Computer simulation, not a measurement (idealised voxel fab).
The process module that follows is named voxel ribs on slabs.
The cross-section on display is named cut; it measures 175 nm wide, and its cells are 5 nm squares.
In what follows, cross-sections appear as grids of square cells, described through bands that run from the top down, where every band is one or more rows of cells. This entry defines a band. It first specifies the height of the band's top and the height of its bottom in nm, and then specifies the band's materials from left to right, stating each material with its width in nm. The word "throughout" identifies a single material that fills the band from edge to edge, while the word "blank" identifies empty space. Height datum 0, below which the as-received substrate wafer is one material. Lowest band open at the bottom, running downward: "0..down". Width: "30..40" (first number = top row, second number = bottom row, same change from row to row of cells). The cross-section has no changed cell in any step marked "no change occurred". "Enclosed void catalog" contains a list of empty spaces, each no smaller than 8 cells and without an open way to the top, written in the form width x height at distance with the distance from the left edge and all three in nm. Read whatever lies past the settings on a step's line as the simulator's own remark about the step. When a step includes a mask, the "overlay nm" setting on its line states how far to the right of its planned place that mask lay, and negative values state how far to the left.

[Here's what the planned process steps look like]
1,RECEIVE: material Si
2,DIRECTIONAL_DEP: material SiO2, thk nm 25
3,DIRECTIONAL_DEP: material SiN, thk nm 25
4,DIRECTIONAL_DEP: material aC, thk nm 10
5,PATTERN: tone cover, mask id RIB, material resist, width nm 25, thk nm 25, overlay nm 0
6,DIRECTIONAL_ETCH: etch materials aC, depth nm 10
7,STRIP: etch materials resist
8,DIRECTIONAL_ETCH: etch materials SiN, depth nm 20
9,STRIP: etch materials aC
10,PATTERN: tone cover, mask id SLAB, material resist, width nm 65, thk nm 20, overlay nm 0
11,DIRECTIONAL_ETCH: etch materials SiN, depth nm 5
12,STRIP: etch materials resist
13,FILL_DEP: material SiO2, thk nm 25
14,CMP: height nm 65
15,DIRECTIONAL_DEP: material TiN, thk nm 5
16,PATTERN: tone cover, mask id HEATER, material resist, width nm 35, thk nm 15, overlay nm 0
17,DIRECTIONAL_ETCH: etch materials TiN, depth nm 5
18,STRIP: etch materials resist
19,CONFORMAL_DEP: material SiN, thk nm 5

[First of two wafers: run as planned]

[Wafer cross-section on receipt, i.e. after step 1]
	0..down | Si throughout
	Enclosed void catalog: none

[Once step 2 is through, the wafer looks like this in cross-section]
	25..0 | SiO2 throughout
	Rest of section, below 0: as before.

[Once step 3 is through, the wafer looks like this in cross-section]
	50..25 | SiN throughout
	Rest of section, below 25: as before.

[Once step 4 is through, the wafer looks like this in cross-section]
	60..50 | aC throughout
	Rest of section, below 50: as before.

[Once step 5 is through, the wafer looks like this in cross-section]
	85..60 | blank=75, resist=25, blank=75
	Rest of section, below 60: as before.

[Once step 6 is through, the wafer looks like this in cross-section]
	75..60 | blank=75, resist=25, blank=75
	60..50 | blank=75, aC=25, blank=75
	Rest of section, below 50: as before.

[Once step 7 is through, the wafer looks like this in cross-section]
	60..50 | blank=75, aC=25, blank=75
	Rest of section, below 50: as before.

[Once step 8 is through, the wafer looks like this in cross-section]
	60..50 | blank=75, aC=25, blank=75
	50..30 | blank=75, SiN=25, blank=75
	Rest of section, below 30: as before.

[Once step 9 is through, the wafer looks like this in cross-section]
	50..30 | blank=75, SiN=25, blank=75
	Rest of section, below 30: as before.

[Once step 10 is through, the wafer looks like this in cross-section]
	70..50 | blank=55, resist=65, blank=55
	50..30 | blank=55, resist=20, SiN=25, resist=20, blank=55
	Rest of section, below 30: as before.

[Once step 11 is through, the wafer looks like this in cross-section]
	70..50 | blank=55, resist=65, blank=55
	50..30 | blank=55, resist=20, SiN=25, resist=20, blank=55
	30..25 | blank=55, SiN=65, blank=55
	Rest of section, below 25: as before.

[Once step 12 is through, the wafer looks like this in cross-section]
	50..30 | blank=75, SiN=25, blank=75
	Rest of section, below 30: as before.

[Once step 13 is through, the wafer looks like this in cross-section]
	75..50 | SiO2 throughout
	50..30 | SiO2=75, SiN=25, SiO2=75
	30..25 | SiO2=55, SiN=65, SiO2=55
	Rest of section, below 25: as before.

[Once step 14 is through, the wafer looks like this in cross-section]
	65..50 | SiO2 throughout
	Rest of section, below 50: as before.

[Once step 15 is through, the wafer looks like this in cross-section]
	70..65 | TiN throughout
	Rest of section, below 65: as before.

[Once step 16 is through, the wafer looks like this in cross-section]
	85..70 | blank=70, resist=35, blank=70
	Rest of section, below 70: as before.

[Once step 17 is through, the wafer looks like this in cross-section]
	85..70 | blank=70, resist=35, blank=70
	70..65 | blank=70, TiN=35, blank=70
	Rest of section, below 65: as before.

[Once step 18 is through, the wafer looks like this in cross-section]
	70..65 | blank=70, TiN=35, blank=70
	Rest of section, below 65: as before.

[Once step 19 is through, the wafer looks like this in cross-section]
	75..70 | blank=65, SiN=45, blank=65
	70..65 | SiN=70, TiN=35, SiN=70
	Rest of section, below 65: as before.

[The second wafer began exactly as the first did and followed the same plan, but one mistake was made while running it; through step 2 inclusive, the two wafers are identical]

[What the second wafer looks like in cross-section when step 3 should have wrapped up]
	35..25 | aC throughout
	Rest of section, below 25: as before.

[What the second wafer looks like in cross-section when step 4 should have wrapped up]
	60..35 | SiN throughout
	Rest of section, below 35: as before.

[What the second wafer looks like in cross-section when step 5 should have wrapped up]
	85..60 | blank=75, resist=25, blank=75
	Rest of section, below 60: as before.

[What the second wafer looks like in cross-section when step 6 should have wrapped up]
	75..60 | blank=75, resist=25, blank=75
	Rest of section, below 60: as before.

[What the second wafer looks like in cross-section when step 7 should have wrapped up]
	60..35 | SiN throughout
	Rest of section, below 35: as before.

[What the second wafer looks like in cross-section when step 8 should have wrapped up]
	40..35 | SiN throughout
	Rest of section, below 35: as before.

What the second wafer looks like in cross-section when step 9 should have wrapped up: no change occurred

[What the second wafer looks like in cross-section when step 10 should have wrapped up]
	60..40 | blank=55, resist=65, blank=55
	Rest of section, below 40: as before.

[What the second wafer looks like in cross-section when step 11 should have wrapped up]
	60..40 | blank=55, resist=65, blank=55
	40..35 | blank=55, SiN=65, blank=55
	Rest of section, below 35: as before.

[What the second wafer looks like in cross-section when step 12 should have wrapped up]
	40..35 | blank=55, SiN=65, blank=55
	Rest of section, below 35: as before.

[What the second wafer looks like in cross-section when step 13 should have wrapped up]
	65..40 | SiO2 throughout
	40..35 | SiO2=55, SiN=65, SiO2=55
	Rest of section, below 35: as before.

What the second wafer looks like in cross-section when step 14 should have wrapped up: no change occurred

[What the second wafer looks like in cross-section when step 15 should have wrapped up]
	70..65 | TiN throughout
	Rest of section, below 65: as before.

[What the second wafer looks like in cross-section when step 16 should have wrapped up]
	85..70 | blank=70, resist=35, blank=70
	Rest of section, below 70: as before.

[What the second wafer looks like in cross-section when step 17 should have wrapped up]
	85..70 | blank=70, resist=35, blank=70
	70..65 | blank=70, TiN=35, blank=70
	Rest of section, below 65: as before.

[What the second wafer looks like in cross-section when step 18 should have wrapped up]
	70..65 | blank=70, TiN=35, blank=70
	Rest of section, below 65: as before.

[What the second wafer looks like in cross-section when step 19 should have wrapped up]
	75..70 | blank=65, SiN=45, blank=65
	70..65 | SiN=70, TiN=35, SiN=70
	Rest of section, below 65: as before.
In executing the process, a mistake was made relative to the plan: deviation from plan: step 4 and step 3 executed in one another's positions
Per the end-of-run cell counts, the second wafer holds more or fewer of some materials than the first: SiN -20, SiO2 -50, aC +70
